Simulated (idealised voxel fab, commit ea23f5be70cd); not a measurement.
process module | voxel double patterning
cross-section cut | 175 nm wide | cells 5 nm
A cross-section is a grid of square cells, given in bands from the top down. A band is one or more rows of cells.
Each band's line starts with the height of the band's top and of its bottom, in nm. Then come its materials from left to right, each with its width in nm. One material with "throughout" fills the band from edge to edge. "air" is empty space.
Height 0 is the level under which the wafer as received is all one material. The lowest band goes on downwards, as in "0 down".
A width such as "30 to 40" changes by the same amount from each row of cells to the next, from the band's top row to its bottom row.
"no change" after a step means that no cell of the cross-section changed.
closed voids: empty space of 8 cells or more with no open way to the top, each as width x height at its distance from the left edge, in nm
after a step's settings: what the simulator itself notes on the step
overlay nm, on a step with a mask: how far to the right of its planned place the mask lay; to the left if negative
plan
1 op RECEIVE | material Si
2 op CONFORMAL_DEP | material SiN | thk nm 10
3 op DIRECTIONAL_DEP | material SiO2 | thk nm 20
4 op DIRECTIONAL_DEP | material SiCN | thk nm 10
5 op MASKED_ETCH | tone open | mask id FIRST | width nm 15 | pitch nm 50 | etch materials SiCN | depth nm 10 | overlay nm 0
6 op DIRECTIONAL_DEP | material aC | thk nm 15
7 op PATTERN | tone open | mask id SECOND | material resist | width nm 15 | thk nm 35 | overlay nm 0
8 op DIRECTIONAL_ETCH | etch materials aC | depth nm 15
9 op STRIP | etch materials resist
10 op DIRECTIONAL_ETCH | etch materials SiCN | depth nm 10
11 op STRIP | etch materials aC
12 op DIRECTIONAL_ETCH | etch materials SiO2 | depth nm 20
13 op STRIP | etch materials SiCN
first wafer, as planned
as received, after step 1
  0 down: Si throughout
  closed voids: none
after step 2
  10 to 0: SiN throughout
  below 0: unchanged
after step 3
  30 to 10: SiO2 throughout
  below 10: unchanged
after step 4
  40 to 30: SiCN throughout
  below 30: unchanged
after step 5
  40 to 30: SiCN 55 | air 15 | SiCN 35 | air 15 | SiCN 55
  below 30: unchanged
after step 6
  55 to 45: aC 55 | air 15 | aC 35 | air 15 | aC 55
  45 to 40: aC throughout
  40 to 30: SiCN 55 | aC 15 | SiCN 35 | aC 15 | SiCN 55
  below 30: unchanged
after step 7
  90 to 55: resist 80 | air 15 | resist 80
  55 to 45: aC 55 | resist 15 | aC 35 | resist 15 | aC 55
  below 45: unchanged
after step 8
  75 to 55: resist 80 | air 15 | resist 80
  55 to 45: aC 55 | resist 15 | aC 10 | air 15 | aC 10 | resist 15 | aC 55
  45 to 40: aC 80 | air 15 | aC 80
  below 40: unchanged
after step 9
  55 to 45: aC 55 | air 15 | aC 10 | air 15 | aC 10 | air 15 | aC 55
  below 45: unchanged
after step 10
  55 to 45: aC 55 | air 15 | aC 10 | air 15 | aC 10 | air 15 | aC 55
  45 to 40: aC 80 | air 15 | aC 80
  40 to 30: SiCN 55 | aC 15 | SiCN 10 | air 15 | SiCN 10 | aC 15 | SiCN 55
  below 30: unchanged
after step 11
  40 to 30: SiCN 55 | air 15 | SiCN 10 | air 15 | SiCN 10 | air 15 | SiCN 55
  below 30: unchanged
after step 12
  40 to 30: SiCN 55 | air 15 | SiCN 10 | air 15 | SiCN 10 | air 15 | SiCN 55
  30 to 10: SiO2 55 | air 15 | SiO2 10 | air 15 | SiO2 10 | air 15 | SiO2 55
  below 10: unchanged
after step 13
  30 to 10: SiO2 55 | air 15 | SiO2 10 | air 15 | SiO2 10 | air 15 | SiO2 55
  below 10: unchanged
second wafer: like start, like plan, one mistake. Through step 6 it matches the first wafer
when step 7 should have ended
  90 to 55: air 80 | resist 15 | air 80
  below 55: unchanged
when step 8 should have ended
  75 to 55: air 80 | resist 15 | air 80
  55 to 40: air 80 | aC 15 | air 80
  40 to 30: SiCN 55 | air 15 | SiCN 35 | air 15 | SiCN 55
  below 30: unchanged
when step 9 should have ended
  55 to 40: air 80 | aC 15 | air 80
  below 40: unchanged
when step 10 should have ended
  55 to 40: air 80 | aC 15 | air 80
  40 to 30: air 80 | SiCN 15 | air 80
  below 30: unchanged
when step 11 should have ended
  40 to 30: air 80 | SiCN 15 | air 80
  below 30: unchanged
when step 12 should have ended
  40 to 30: air 80 | SiCN 15 | air 80
  30 to 10: air 80 | SiO2 15 | air 80
  below 10: unchanged
when step 13 should have ended
  30 to 10: air 80 | SiO2 15 | air 80
  below 10: unchanged
what went wrong: step 7 ran as: op PATTERN | tone cover | mask id SECOND | material resist | width nm 15 | thk nm 35 | overlay nm 0
at the end the second wafer has, in cells: 92 fewer of SiO2
